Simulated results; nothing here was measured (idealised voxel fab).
Proc. module: voxel ribs on slabs
We display cut, a cross-section 215 nm in width whose square cells are each 5 nm.
Throughout this document, each cross-section is represented as a grid of square cells and is presented as a sequence of bands enumerated from the top downward, where a band comprises one or more rows of cells. Quick guide to a band line: top height, bottom height (nm) up front; then every material left to right with its width in nm. Only one material and it's marked "everywhere"? Then it fills the band edge to edge. And "empty" just means empty space. Convention: height 0 is the level below which the wafer, as received, is all one material. The lowest band does not terminate at the bottom but continues downward, represented as "0 down". Width "30..40": first value at the band's top row of cells, second value at its bottom row, equal change from row to row. Where the words "nothing different" appear for a step, the cross-section shows no cell changed by that step; every cell remained as before. Reported under the label "Sealed internal cavities" are the empty spaces having no open way to the top and comprising 8 cells or more; the notation for each is width x height at distance, in which the distance is measured from the left edge and all three values are in nm. Post-settings text on a step line: simulator's own remark regarding the step. overlay nm: right-of-plan distance of the mask on a masked step; negative values mean left-of-plan.

Intended process steps:
step 1: RECEIVE,material Si
step 2: DIRECTIONAL_DEP,material SiO2,thk nm 20
step 3: DIRECTIONAL_DEP,material polySi,thk nm 25
step 4: PATTERN,tone cover,mask id RIB,material resist,width nm 30,thk nm 20,overlay nm 0
step 5: DIRECTIONAL_ETCH,etch materials polySi,depth nm 20
step 6: STRIP,etch materials resist
step 7: MASKED_ETCH,tone cover,mask id SLAB,width nm 70,etch materials polySi,depth nm 5,overlay nm 0
step 8: FILL_DEP,material SiO2,thk nm 25
step 9: CMP,height nm 65
step 10: DIRECTIONAL_DEP,material W,thk nm 10
step 11: MASKED_ETCH,tone cover,mask id HEATER,width nm 40,etch materials W,depth nm 10,overlay nm 0
step 12: CONFORMAL_DEP,material SiO2,thk nm 10

The cross-section here shows the wafer as received, i.e. in its state after step 1:
- 0 down  Si everywhere
- Sealed internal cavities: none

Wafer cross-section at module end: first of two, run to plan:
- 85 to 75  75 nm empty  60 nm SiO2  80 nm empty
- 75 to 65  85 nm SiO2  40 nm W  90 nm SiO2
- 65 to 45  SiO2 everywhere
- 45 to 25  90 nm SiO2  30 nm polySi  95 nm SiO2
- 25 to 20  70 nm SiO2  70 nm polySi  75 nm SiO2
- 20 to 0  SiO2 everywhere
- 0 down  Si everywhere
- Sealed internal cavities: none

Cross-section, wafer two of two, end of module: same start and plan as wafer one, one error in execution:
- 85 to 75  70 nm empty  60 nm SiO2  85 nm empty
- 75 to 65  80 nm SiO2  40 nm W  95 nm SiO2
- 65 to 45  SiO2 everywhere
- 45 to 25  90 nm SiO2  30 nm polySi  95 nm SiO2
- 25 to 20  70 nm SiO2  70 nm polySi  75 nm SiO2
- 20 to 0  SiO2 everywhere
- 0 down  Si everywhere
- Sealed internal cavities: none
Plan not followed: step 11: run off-plan, actual operation and settings MASKED_ETCH,tone cover,mask id HEATER,width nm 40,etch materials W,depth nm 10,overlay nm -5
At the close, every material occupies the same number of cells on the second wafer as on the first, only in different positions.
